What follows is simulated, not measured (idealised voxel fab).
process module | voxel wiring stack
cross-section cut | 205 nm wide | cells 5 nm
A cross-section is a grid of square cells, given in bands from the top down. A band is one or more rows of cells.
Each band's line starts with the height of the band's top and of its bottom, in nm. Then come its materials from left to right, each with its width in nm. One material with "throughout" fills the band from edge to edge. "air" is empty space.
Height 0 is the level under which the wafer as received is all one material. The lowest band goes on downwards, as in "0 down".
A width such as "30 to 40" changes by the same amount from each row of cells to the next, from the band's top row to its bottom row.
"no change" after a step means that no cell of the cross-section changed.
closed voids: empty space of 8 cells or more with no open way to the top, each as width x height at its distance from the left edge, in nm
after a step's settings: what the simulator itself notes on the step
overlay nm, on a step with a mask: how far to the right of its planned place the mask lay; to the left if negative
plan
1 op RECEIVE | material Si
2 op CONFORMAL_DEP | material SiO2 | thk nm 10
3 op CONFORMAL_DEP | material SiCN | thk nm 5
4 op DIRECTIONAL_DEP | material lowk | thk nm 25
5 op DIRECTIONAL_DEP | material aC | thk nm 5
6 op PATTERN | tone open | mask id METAL_1 | material resist | width nm 20 | pitch nm 45 | thk nm 35 | overlay nm 0
7 op DIRECTIONAL_ETCH | etch materials aC | depth nm 15
8 op STRIP | etch materials resist
9 op DIRECTIONAL_ETCH | etch materials lowk | depth nm 25
10 op DIRECTIONAL_ETCH | etch materials SiCN | depth nm 5
11 op STRIP | etch materials aC
12 op CONFORMAL_DEP | material TiN | thk nm 5
13 op FILL_DEP | material Ru | thk nm 5
14 op CMP | height nm 40
15 op CONFORMAL_DEP | material SiCN | thk nm 5
16 op DIRECTIONAL_DEP | material lowk | thk nm 15
17 op DIRECTIONAL_DEP | material aC | thk nm 10
18 op PATTERN | tone open | mask id PLUG_1 | material resist | width nm 15 | thk nm 25 | overlay nm 0
19 op DIRECTIONAL_ETCH | etch materials aC | depth nm 10
20 op STRIP | etch materials resist
21 op DIRECTIONAL_ETCH | etch materials lowk | depth nm 15
22 op DIRECTIONAL_ETCH | etch materials SiCN | depth nm 5
23 op STRIP | etch materials aC
24 op CONFORMAL_DEP | material TiN | thk nm 5
25 op FILL_DEP | material Ru | thk nm 10
26 op CMP | height nm 60
27 op DIRECTIONAL_DEP | material TiN | thk nm 5
28 op DIRECTIONAL_DEP | material Ru | thk nm 20
29 op DIRECTIONAL_DEP | material aC | thk nm 10
30 op PATTERN | tone cover | mask id METAL_2 | material resist | width nm 20 | pitch nm 45 | thk nm 25 | overlay nm 0
31 op DIRECTIONAL_ETCH | etch materials aC | depth nm 10
32 op STRIP | etch materials resist
33 op DIRECTIONAL_ETCH | etch materials Ru | depth nm 20
34 op DIRECTIONAL_ETCH | etch materials TiN | depth nm 5
35 op STRIP | etch materials aC
36 op CONFORMAL_DEP | material SiCN | thk nm 5
37 op FILL_DEP | material lowk | thk nm 5
38 op CMP | height nm 85
39 op CONFORMAL_DEP | material SiCN | thk nm 5
40 op DIRECTIONAL_DEP | material lowk | thk nm 10
41 op PATTERN | tone open | mask id PLUG_2 | material resist | width nm 15 | pitch nm 45 | thk nm 15 | overlay nm 0
42 op DIRECTIONAL_ETCH | etch materials lowk | depth nm 10
43 op DIRECTIONAL_ETCH | etch materials SiCN | depth nm 5
44 op STRIP | etch materials resist
45 op CONFORMAL_DEP | material TiN | thk nm 5
46 op FILL_DEP | material Cu | thk nm 5
47 op CMP | height nm 100
48 op DIRECTIONAL_DEP | material TiN | thk nm 5
49 op DIRECTIONAL_DEP | material Ru | thk nm 15
50 op DIRECTIONAL_DEP | material aC | thk nm 15
51 op PATTERN | tone cover | mask id METAL_3 | material resist | width nm 20 | pitch nm 45 | thk nm 30 | overlay nm 0
52 op DIRECTIONAL_ETCH | etch materials aC | depth nm 15
53 op STRIP | etch materials resist
54 op DIRECTIONAL_ETCH | etch materials Ru | depth nm 15
55 op DIRECTIONAL_ETCH | etch materials TiN | depth nm 5
56 op STRIP | etch materials aC
57 op FILL_DEP | material lowk | thk nm 5
58 op CMP | height nm 120
59 op CONFORMAL_DEP | material SiN | thk nm 5
varied across the wafers: thk nm of step 5. The plan shows the first wafer's value. All wafers start alike
first wafer as received, after step 1
  0 down: Si throughout
  closed voids: none
first wafer at the end, after step 59
  125 to 120: SiN throughout
  120 to 105: lowk 70 | Ru 20 | lowk 25 | Ru 20 | lowk 70
  105 to 100: lowk 70 | TiN 20 | lowk 25 | TiN 20 | lowk 70
  100 to 90: lowk 70 | TiN 5 | Cu 5 | TiN 5 | lowk 30 | TiN 5 | Cu 5 | TiN 5 | lowk 75
  90 to 85: SiCN 70 | TiN 15 | SiCN 30 | TiN 15 | SiCN 75
  85 to 65: lowk 65 | SiCN 5 | Ru 20 | SiCN 5 | lowk 15 | SiCN 5 | Ru 20 | SiCN 5 | lowk 65
  65 to 60: SiCN 70 | TiN 20 | SiCN 25 | TiN 20 | SiCN 70
  60 to 45: lowk 70 | TiN 5 | Ru 5 | TiN 5 | lowk 120
  45 to 40: SiCN 70 | TiN 15 | SiCN 120
  40 to 15: lowk 70 | TiN 5 | Ru 10 | TiN 5 | lowk 25 | TiN 5 | Ru 10 | TiN 5 | lowk 70
  15 to 10: SiCN 70 | TiN 20 | SiCN 25 | TiN 20 | SiCN 70
  10 to 0: SiO2 throughout
  0 down: Si throughout
  closed voids: none
last wafer at the end
  125 to 120: SiN throughout
  120 to 105: lowk 70 | Ru 20 | lowk 25 | Ru 20 | lowk 70
  105 to 100: lowk 70 | TiN 20 | lowk 25 | TiN 20 | lowk 70
  100 to 90: lowk 70 | TiN 5 | Cu 5 | TiN 5 | lowk 30 | TiN 5 | Cu 5 | TiN 5 | lowk 75
  90 to 85: SiCN 70 | TiN 15 | SiCN 30 | TiN 15 | SiCN 75
  85 to 65: lowk 65 | SiCN 5 | Ru 20 | SiCN 5 | lowk 15 | SiCN 5 | Ru 20 | SiCN 5 | lowk 65
  65 to 60: SiCN 70 | TiN 20 | SiCN 25 | TiN 20 | SiCN 70
  60 to 45: lowk 70 | TiN 5 | Ru 5 | TiN 5 | lowk 120
  45 to 40: SiCN 70 | TiN 15 | SiCN 120
  40 to 15: lowk throughout
  15 to 10: SiCN throughout
  10 to 0: SiO2 throughout
  0 down: Si throughout
  closed voids: none
each wafer at the end: cells of each material gained (+) or lost (-) since it was received, then its closed voids
thk nm 5 | +4 Cu | +79 Ru | +155 SiCN | +41 SiN | +82 SiO2 | +67 TiN | +597 lowk | closed voids: none
thk nm 10 | +4 Cu | +79 Ru | +155 SiCN | +41 SiN | +82 SiO2 | +67 TiN | +597 lowk | closed voids: none
thk nm 15 | +4 Cu | +79 Ru | +155 SiCN | +41 SiN | +82 SiO2 | +67 TiN | +597 lowk | closed voids: none
thk nm 20 | +4 Cu | +59 Ru | +163 SiCN | +41 SiN | +82 SiO2 | +39 TiN | +637 lowk | closed voids: none
thk nm 25 | +4 Cu | +59 Ru | +163 SiCN | +41 SiN | +82 SiO2 | +39 TiN | +637 lowk | closed voids: none
thk nm 30 | +4 Cu | +59 Ru | +163 SiCN | +41 SiN | +82 SiO2 | +39 TiN | +637 lowk | closed voids: none
